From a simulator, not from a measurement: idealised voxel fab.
This is a process module. Its name is voxel released beams.
Section cut is 170 nm wide and gridded with 5 nm square cells.
A cross-section is a grid of square cells, given in bands from the top down. A band is one or more rows of cells.
Basically the band line says how high the top is and how high the bottom is, in nm, and then what's in it from left to right, every material with its width in nm. Empty space shows up as "empty", and if a single material carries "everywhere" it runs the full band edge to edge.
Convention: height 0 is the level below which the wafer, as received, is all one material. The lowest band does not terminate at the bottom but continues downward, represented as "0 down".
Width "30..40": first value at the band's top row of cells, second value at its bottom row, equal change from row to row.
Any step labelled "nothing got changed" changed none of the cells in the cross-section.
"Fully sealed voids": sealed empty spaces, 8 cells or more, no open way to top, listed width x height at distance, with distance from the left edge and width, height and distance in nm.
after a step's settings: what the simulator itself notes on the step
The setting "overlay nm" may be written on the line of a step. When the step uses a mask, the value reports how far to the right of the planned place the mask lay, and a negative value reports that it lay to the left.

This section lists the process steps that were planned:
| 1 | RECEIVE with material Si |
| 2 | CONFORMAL_DEP with material Al2O3, thk nm 10 |
| 3 | DIRECTIONAL_DEP with material SiO2, thk nm 20 |
| 4 | PATTERN with tone open, mask id ANCHOR, material resist, width nm 30, thk nm 20, overlay nm 0 |
| 5 | DIRECTIONAL_ETCH with etch materials SiO2, depth nm 20 |
| 6 | STRIP with etch materials resist |
| 7 | CONFORMAL_DEP with material W, thk nm 10 |
| 8 | PATTERN with tone cover, mask id BEAM, material resist, width nm 75, thk nm 15, overlay nm -15 |
| 9 | DIRECTIONAL_ETCH with etch materials W, depth nm 10 |
| 10 | STRIP with etch materials resist |
| 11 | STRIP with etch materials SiO2 |
The wafers are alike at the start. At step 8, their overlay nm differs. The plan lists the first wafer's value.

First wafer as received, after step 1:
	0 down = Si everywhere
	Fully sealed voids: none

Cross-sectional representation of the first of several wafers at the end of the module, i.e. after its terminal step, step 11:
	40 to 30 = 30 nm empty  30 nm W  10 nm empty  35 nm W  65 nm empty
	30 to 20 = 50 nm empty  10 nm W  10 nm empty  10 nm W  90 nm empty
	20 to 10 = 50 nm empty  30 nm W  90 nm empty
	10 to 0 = Al2O3 everywhere
	0 down = Si everywhere
	Fully sealed voids: none

Showing the last wafer in cross-section at the end of the module:
	40 to 30 = 70 nm empty  65 nm W  35 nm empty
	30 to 20 = 50 nm empty  10 nm W  10 nm empty  10 nm W  90 nm empty
	20 to 10 = 50 nm empty  30 nm W  90 nm empty
	10 to 0 = Al2O3 everywhere
	0 down = Si everywhere
	Fully sealed voids: none

What follows is a table in which each wafer occupies a row; for the wafer as it stands at the close of the module, the row states, material by material, how many cells have been gained (+) or lost (-) since receipt, and then gives its closed voids:
overlay nm -15; +68 Al2O3; +46 W; Fully sealed voids: none
overlay nm -10; +68 Al2O3; +46 W; Fully sealed voids: none
overlay nm -5; +68 Al2O3; +46 W; Fully sealed voids: none
overlay nm 0; +68 Al2O3; +46 W; Fully sealed voids: none
overlay nm 5; +68 Al2O3; +46 W; Fully sealed voids: none
overlay nm 10; +68 Al2O3; +46 W; Fully sealed voids: none
overlay nm 15; +68 Al2O3; +46 W; Fully sealed voids: none
